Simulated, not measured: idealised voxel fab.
process module | voxel self aligned contacts
cross-section cut | 180 nm wide | cells 5 nm
A cross-section is a grid of square cells, given in bands from the top down. A band is one or more rows of cells.
Each band's line starts with the height of the band's top and of its bottom, in nm. Then come its materials from left to right, each with its width in nm. One material with "throughout" fills the band from edge to edge. "air" is empty space.
Height 0 is the level under which the wafer as received is all one material. The lowest band goes on downwards, as in "0 down".
A width such as "30 to 40" changes by the same amount from each row of cells to the next, from the band's top row to its bottom row.
"no change" after a step means that no cell of the cross-section changed.
closed voids: empty space of 8 cells or more with no open way to the top, each as width x height at its distance from the left edge, in nm
after a step's settings: what the simulator itself notes on the step
overlay nm, on a step with a mask: how far to the right of its planned place the mask lay; to the left if negative
plan
1 op RECEIVE | material Si
2 op CONFORMAL_DEP | material SiO2 | thk nm 5
3 op DIRECTIONAL_DEP | material polySi | thk nm 20
4 op DIRECTIONAL_DEP | material SiN | thk nm 20
5 op MASKED_ETCH | tone cover | mask id GATE | width nm 30 | pitch nm 75 | etch materials SiN | depth nm 20 | overlay nm 0
6 op MASKED_ETCH | tone cover | mask id GATE | width nm 30 | pitch nm 75 | etch materials polySi | depth nm 20 | overlay nm 0
7 op CONFORMAL_DEP | material SiN | thk nm 10
8 op DIRECTIONAL_ETCH | etch materials SiN | depth nm 10
9 op FILL_DEP | material SiO2 | thk nm 10
10 op CMP | height nm 50
11 op PATTERN | tone open | mask id CONTACT | material resist | width nm 55 | thk nm 20 | overlay nm 0
12 op DIRECTIONAL_ETCH | etch materials SiO2 | depth nm 50
13 op STRIP | etch materials resist
14 op CONFORMAL_DEP | material TiN | thk nm 5
15 op FILL_DEP | material Ru | thk nm 5
16 op CMP | height nm 50
17 op CONFORMAL_DEP | material SiCN | thk nm 5
varied across the wafers: thk nm of step 17. The plan shows the first wafer's value. All wafers start alike
first wafer as received, after step 1
  0 down: Si throughout
  closed voids: none
first wafer at the end, after step 17
  55 to 50: SiCN throughout
  50 to 45: SiO2 60 | TiN 20 | Ru 15 | TiN 20 | SiO2 65
  45 to 25: SiO2 25 | SiN 50 | TiN 5 | Ru 15 | TiN 5 | SiN 50 | SiO2 30
  25 to 5: SiO2 25 | SiN 10 | polySi 30 | SiN 10 | TiN 5 | Ru 15 | TiN 5 | SiN 10 | polySi 30 | SiN 10 | SiO2 30
  5 to 0: SiO2 75 | TiN 25 | SiO2 80
  0 down: Si throughout
  closed voids: none
last wafer at the end
  70 to 50: SiCN throughout
  50 to 45: SiO2 60 | TiN 20 | Ru 15 | TiN 20 | SiO2 65
  45 to 25: SiO2 25 | SiN 50 | TiN 5 | Ru 15 | TiN 5 | SiN 50 | SiO2 30
  25 to 5: SiO2 25 | SiN 10 | polySi 30 | SiN 10 | TiN 5 | Ru 15 | TiN 5 | SiN 10 | polySi 30 | SiN 10 | SiO2 30
  5 to 0: SiO2 75 | TiN 25 | SiO2 80
  0 down: Si throughout
  closed voids: none
each wafer at the end: cells of each material gained (+) or lost (-) since it was received, then its closed voids
thk nm 5 | +27 Ru | +36 SiCN | +112 SiN | +144 SiO2 | +29 TiN | +48 polySi | closed voids: none
thk nm 10 | +27 Ru | +72 SiCN | +112 SiN | +144 SiO2 | +29 TiN | +48 polySi | closed voids: none
thk nm 15 | +27 Ru | +108 SiCN | +112 SiN | +144 SiO2 | +29 TiN | +48 polySi | closed voids: none
thk nm 20 | +27 Ru | +144 SiCN | +112 SiN | +144 SiO2 | +29 TiN | +48 polySi | closed voids: none
